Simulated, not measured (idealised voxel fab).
Module name: voxel air gaps (process module)
It is cross-section cut that appears here, measuring 165 nm in width, its square cells being 5 nm in size.
Cross-section spec: square-cell grid; bands listed top down; each band is one or more rows.
Top height, bottom height, nm. Materials left to right, width each, nm. Single material + "all across" = fills band edge to edge. "air" = empty.
Note: height 0 marks the level under which the wafer is uniformly one material as received. Lowest band unbounded below, written "0 nm and below".
The notation "30 to 40" denotes a width that varies across the rows of cells in the band, beginning at the first number in the top row, finishing at the second number in the bottom row, and changing by an identical amount from each row to the next.
"same as before" for a step: no cell of the cross-section changed in that step.
In the "Completely sealed voids" entry, you get each enclosed empty space of 8 cells or more, one with no open way to the top, written width x height at distance, distance from the left edge, in nm.
Whatever follows a step's settings on its line is a remark the simulator itself makes about that step.
What "overlay nm" on a step's line means: if the step has a mask, that mask lay this far to the right of its planned place, or, when the value is negative, to the left.
Structure of the following material. The material consists of pairs of cross-sections. Each pair comprises the cross-section before one process step and the cross-section after that step, the latter shown only down to the lowest band that changed. The step between the cross-sections is specified beneath each pair, including its settings. Pairs are not necessarily consecutive: they may derive from different runs of this module performed on the same starting wafer. Continuity with the pair above is to be assumed only where the entry headed "Pre-process state" of the pair in question states it.

**Pre-process state**
	60 nm to 20 nm  SiO2 all across
	20 nm to 15 nm  SiN all across
	15 nm to 0 nm  SiO2 all across
	0 nm and below  Si all across
	Completely sealed voids: none

**Post-Process View**
	75 nm to 60 nm  35 air, 15 resist, 25 air, 15 resist, 25 air, 15 resist, 35 air
	Lower than 60, everything is as it was.
	Completely sealed voids: none
As a process note, the step between the before and after cross-sections shown above is PATTERN (tone cover; mask id LINES; material resist; width nm 15; pitch nm 40; thk nm 15; overlay nm 0)

Pre-process state: = after-state of the pair above.

**Post-Process View**
	75 nm to 60 nm  35 air, 15 resist, 25 air, 15 resist, 25 air, 15 resist, 35 air
	60 nm to 20 nm  35 air, 15 SiO2, 25 air, 15 SiO2, 25 air, 15 SiO2, 35 air
	Lower than 20, everything is as it was.
	Completely sealed voids: none
As a process note, the step between the before and after cross-sections shown above is DIRECTIONAL_ETCH (etch materials SiO2; depth nm 40)

Pre-process state: = after-state of the pair above.

**Post-Process View**
	60 nm to 20 nm  35 air, 15 SiO2, 25 air, 15 SiO2, 25 air, 15 SiO2, 35 air
	Lower than 20, everything is as it was.
	Completely sealed voids: none
As a process note, the step between the before and after cross-sections shown above is STRIP (etch materials resist)

Pre-process state: = after-state of the pair above.

**Post-Process View**
	65 nm to 60 nm  30 air, 25 TiN, 15 air, 25 TiN, 15 air, 25 TiN, 30 air
	60 nm to 25 nm  30 air, 5 TiN, 15 SiO2, 5 TiN, 15 air, 5 TiN, 15 SiO2, 5 TiN, 15 air, 5 TiN, 15 SiO2, 5 TiN, 30 air
	25 nm to 20 nm  35 TiN, 15 SiO2, 25 TiN, 15 SiO2, 25 TiN, 15 SiO2, 35 TiN
	Lower than 20, everything is as it was.
	Completely sealed voids: none
As a process note, the step between the before and after cross-sections shown above is CONFORMAL_DEP (material TiN; thk nm 5)

Pre-process state: = after-state of the pair above.

**Post-Process View**
	75 nm to 65 nm  W all across
	65 nm to 60 nm  30 W, 25 TiN, 15 W, 25 TiN, 15 W, 25 TiN, 30 W
	60 nm to 25 nm  30 W, 5 TiN, 15 SiO2, 5 TiN, 15 W, 5 TiN, 15 SiO2, 5 TiN, 15 W, 5 TiN, 15 SiO2, 5 TiN, 30 W
	Lower than 25, everything is as it was.
	Completely sealed voids: none
As a process note, the step between the before and after cross-sections shown above is FILL_DEP (material W; thk nm 10)

Pre-process state: = after-state of the pair above.

**Post-Process View**
	60 nm to 25 nm  30 W, 5 TiN, 15 SiO2, 5 TiN, 15 W, 5 TiN, 15 SiO2, 5 TiN, 15 W, 5 TiN, 15 SiO2, 5 TiN, 30 W
	Lower than 25, everything is as it was.
	Completely sealed voids: none
As a process note, the step between the before and after cross-sections shown above is CMP (height nm 60)

Pre-process state: = after-state of the pair above.

**Post-Process View**
	70 nm to 60 nm  Ru all across
	Lower than 60, everything is as it was.
	Completely sealed voids: none
As a process note, the step between the before and after cross-sections shown above is EPI (material Ru; thk nm 10)

Pre-process state: = after-state of the pair above.

**Post-Process View**
	75 nm to 70 nm  SiCN all across
	Lower than 70, everything is as it was.
	Completely sealed voids: none
As a process note, the step between the before and after cross-sections shown above is CONFORMAL_DEP (material SiCN; thk nm 5)
